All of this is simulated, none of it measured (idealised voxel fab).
The process module that follows is named voxel air gaps.
Section shown: cut. Width: 205 nm. Cell size: 5 nm, square.
Each cross-section below is a grid of square cells, stated as bands in top-down order, with one or more rows of cells making up each band.
What a band's entry tells you: where the top is and where the bottom is, as heights in nm, and after that what lies inside, material by material from left to right, each with its width in nm. Empty space is written as the word "air", and a single material marked with the word "throughout" occupies the band from edge to edge.
Basically, 0 is our baseline, since under it the wafer straight out of the box is all one material. The bottom band has no lower end and keeps on going down, so it looks like "0 -> down".
Read "30->40" as a graded width: first number on top, second number at the bottom, same change between each pair of neighbouring rows.
"changes: none" for a step: no cell of the cross-section changed in that step.
Reported under the label "Enclosed cavities" are the empty spaces having no open way to the top and comprising 8 cells or more; the notation for each is width x height at distance, in which the distance is measured from the left edge and all three values are in nm.
Where a step's line continues beyond its settings, the continuation is a remark by the simulator itself on that step.
Steps that use a mask can have "overlay nm" on their line. It says how far the mask sat to the right of where it was meant to be. Negative means to the left.
Set out below are the planned steps of the process
1. RECEIVE (material Si)
2. CONFORMAL_DEP (material SiO2; thk nm 15)
3. CONFORMAL_DEP (material SiN; thk nm 5)
4. DIRECTIONAL_DEP (material lowk; thk nm 40)
5. MASKED_ETCH (tone open; mask id LINES; width nm 25; pitch nm 55; etch materials lowk; depth nm 40; overlay nm 0)
6. CONFORMAL_DEP (material TiN; thk nm 5)
7. FILL_DEP (material Ru; thk nm 5)
8. CMP (height nm 60)
9. EPI (material Ru; thk nm 10)
10. SELECTIVE_ETCH (etch materials lowk; depth nm 50)
11. CONFORMAL_DEP (material SiCN; thk nm 5)
First wafer, two in total, run as planned
As received (post step 1): cross-section
* 0 -> down = Si throughout
* Enclosed cavities: none
Sectional view: wafer, after step 2
* 15 -> 0 = SiO2 throughout
* Below 0, the layers are the same as they were.
Sectional view: wafer, after step 3
* 20 -> 15 = SiN throughout
* Below 15, the layers are the same as they were.
Sectional view: wafer, after step 4
* 60 -> 20 = lowk throughout
* Below 20, the layers are the same as they were.
Sectional view: wafer, after step 5
* 60 -> 20 = lowk 35 nm / air 25 nm / lowk 30 nm / air 25 nm / lowk 30 nm / air 25 nm / lowk 35 nm
* Below 20, the layers are the same as they were.
Sectional view: wafer, after step 6
* 65 -> 60 = TiN 40 nm / air 15 nm / TiN 40 nm / air 15 nm / TiN 40 nm / air 15 nm / TiN 40 nm
* 60 -> 25 = lowk 35 nm / TiN 5 nm / air 15 nm / TiN 5 nm / lowk 30 nm / TiN 5 nm / air 15 nm / TiN 5 nm / lowk 30 nm / TiN 5 nm / air 15 nm / TiN 5 nm / lowk 35 nm
* 25 -> 20 = lowk 35 nm / TiN 25 nm / lowk 30 nm / TiN 25 nm / lowk 30 nm / TiN 25 nm / lowk 35 nm
* Below 20, the layers are the same as they were.
Sectional view: wafer, after step 7
* 70 -> 65 = Ru throughout
* 65 -> 60 = TiN 40 nm / Ru 15 nm / TiN 40 nm / Ru 15 nm / TiN 40 nm / Ru 15 nm / TiN 40 nm
* 60 -> 25 = lowk 35 nm / TiN 5 nm / Ru 15 nm / TiN 5 nm / lowk 30 nm / TiN 5 nm / Ru 15 nm / TiN 5 nm / lowk 30 nm / TiN 5 nm / Ru 15 nm / TiN 5 nm / lowk 35 nm
* Below 25, the layers are the same as they were.
Sectional view: wafer, after step 8
* 60 -> 25 = lowk 35 nm / TiN 5 nm / Ru 15 nm / TiN 5 nm / lowk 30 nm / TiN 5 nm / Ru 15 nm / TiN 5 nm / lowk 30 nm / TiN 5 nm / Ru 15 nm / TiN 5 nm / lowk 35 nm
* Below 25, the layers are the same as they were.
Sectional view: wafer, after step 9
* 70 -> 60 = air 25 nm / Ru 45 nm / air 10 nm / Ru 45 nm / air 10 nm / Ru 45 nm / air 25 nm
* Below 60, the layers are the same as they were.
Sectional view: wafer, after step 10
* 70 -> 60 = air 25 nm / Ru 45 nm / air 10 nm / Ru 45 nm / air 10 nm / Ru 45 nm / air 25 nm
* 60 -> 25 = air 35 nm / TiN 5 nm / Ru 15 nm / TiN 5 nm / air 30 nm / TiN 5 nm / Ru 15 nm / TiN 5 nm / air 30 nm / TiN 5 nm / Ru 15 nm / TiN 5 nm / air 35 nm
* 25 -> 20 = air 35 nm / TiN 25 nm / air 30 nm / TiN 25 nm / air 30 nm / TiN 25 nm / air 35 nm
* Below 20, the layers are the same as they were.
Sectional view: wafer, after step 11
* 75 -> 70 = air 20 nm / SiCN 165 nm / air 20 nm
* 70 -> 60 = air 20 nm / SiCN 5 nm / Ru 45 nm / SiCN 10 nm / Ru 45 nm / SiCN 10 nm / Ru 45 nm / SiCN 5 nm / air 20 nm
* 60 -> 55 = air 20 nm / SiCN 15 nm / TiN 5 nm / Ru 15 nm / TiN 5 nm / SiCN 30 nm / TiN 5 nm / Ru 15 nm / TiN 5 nm / SiCN 30 nm / TiN 5 nm / Ru 15 nm / TiN 5 nm / SiCN 15 nm / air 20 nm
* 55 -> 25 = air 30 nm / SiCN 5 nm / TiN 5 nm / Ru 15 nm / TiN 5 nm / SiCN 5 nm / air 20 nm / SiCN 5 nm / TiN 5 nm / Ru 15 nm / TiN 5 nm / SiCN 5 nm / air 20 nm / SiCN 5 nm / TiN 5 nm / Ru 15 nm / TiN 5 nm / SiCN 5 nm / air 30 nm
* 25 -> 20 = SiCN 35 nm / TiN 25 nm / SiCN 30 nm / TiN 25 nm / SiCN 30 nm / TiN 25 nm / SiCN 35 nm
* Below 20, the layers are the same as they were.
* Enclosed cavities: 20 x 30 at 65; 20 x 30 at 120
Wafer two. Same start, same plan, one slip in execution. Same as wafer one through step 4, inclusive
Cross-section: second wafer, time at which step 5 was scheduled to end
* 60 -> 20 = lowk 30 nm / air 35 nm / lowk 20 nm / air 35 nm / lowk 20 nm / air 35 nm / lowk 30 nm
* Below 20, the layers are the same as they were.
Cross-section: second wafer, time at which step 6 was scheduled to end
* 65 -> 60 = TiN 35 nm / air 25 nm / TiN 30 nm / air 25 nm / TiN 30 nm / air 25 nm / TiN 35 nm
* 60 -> 25 = lowk 30 nm / TiN 5 nm / air 25 nm / TiN 5 nm / lowk 20 nm / TiN 5 nm / air 25 nm / TiN 5 nm / lowk 20 nm / TiN 5 nm / air 25 nm / TiN 5 nm / lowk 30 nm
* 25 -> 20 = lowk 30 nm / TiN 35 nm / lowk 20 nm / TiN 35 nm / lowk 20 nm / TiN 35 nm / lowk 30 nm
* Below 20, the layers are the same as they were.
Cross-section: second wafer, time at which step 7 was scheduled to end
* 70 -> 65 = Ru throughout
* 65 -> 60 = TiN 35 nm / Ru 25 nm / TiN 30 nm / Ru 25 nm / TiN 30 nm / Ru 25 nm / TiN 35 nm
* 60 -> 25 = lowk 30 nm / TiN 5 nm / Ru 25 nm / TiN 5 nm / lowk 20 nm / TiN 5 nm / Ru 25 nm / TiN 5 nm / lowk 20 nm / TiN 5 nm / Ru 25 nm / TiN 5 nm / lowk 30 nm
* Below 25, the layers are the same as they were.
Cross-section: second wafer, time at which step 8 was scheduled to end
* 60 -> 25 = lowk 30 nm / TiN 5 nm / Ru 25 nm / TiN 5 nm / lowk 20 nm / TiN 5 nm / Ru 25 nm / TiN 5 nm / lowk 20 nm / TiN 5 nm / Ru 25 nm / TiN 5 nm / lowk 30 nm
* Below 25, the layers are the same as they were.
Cross-section: second wafer, time at which step 9 was scheduled to end
* 70 -> 60 = air 20 nm / Ru 165 nm / air 20 nm
* Below 60, the layers are the same as they were.
Cross-section: second wafer, time at which step 10 was scheduled to end
* 70 -> 60 = air 20 nm / Ru 165 nm / air 20 nm
* 60 -> 25 = air 30 nm / TiN 5 nm / Ru 25 nm / TiN 5 nm / lowk 20 nm / TiN 5 nm / Ru 25 nm / TiN 5 nm / lowk 20 nm / TiN 5 nm / Ru 25 nm / TiN 5 nm / air 30 nm
* 25 -> 20 = air 30 nm / TiN 35 nm / lowk 20 nm / TiN 35 nm / lowk 20 nm / TiN 35 nm / air 30 nm
* Below 20, the layers are the same as they were.
Cross-section: second wafer, time at which step 11 was scheduled to end
* 75 -> 70 = air 15 nm / SiCN 175 nm / air 15 nm
* 70 -> 60 = air 15 nm / SiCN 5 nm / Ru 165 nm / SiCN 5 nm / air 15 nm
* 60 -> 55 = air 15 nm / SiCN 15 nm / TiN 5 nm / Ru 25 nm / TiN 5 nm / lowk 20 nm / TiN 5 nm / Ru 25 nm / TiN 5 nm / lowk 20 nm / TiN 5 nm / Ru 25 nm / TiN 5 nm / SiCN 15 nm / air 15 nm
* 55 -> 25 = air 25 nm / SiCN 5 nm / TiN 5 nm / Ru 25 nm / TiN 5 nm / lowk 20 nm / TiN 5 nm / Ru 25 nm / TiN 5 nm / lowk 20 nm / TiN 5 nm / Ru 25 nm / TiN 5 nm / SiCN 5 nm / air 25 nm
* 25 -> 20 = SiCN 30 nm / TiN 35 nm / lowk 20 nm / TiN 35 nm / lowk 20 nm / TiN 35 nm / SiCN 30 nm
* Below 20, the layers are the same as they were.
Want to know what went wrong? it should be noted that step 5 was executed with settings other than those planned, the operation and settings actually applied being MASKED_ETCH (tone open; mask id LINES; width nm 35; pitch nm 55; etch materials lowk; depth nm 40; overlay nm 0)
The second wafer ends with more or fewer cells of some materials than the first, per final count: Ru: 54 more, SiCN: 56 fewer, TiN: 6 more, lowk: 64 more
The first wafer finishes with 2 closed voids, while the second finishes with 0.
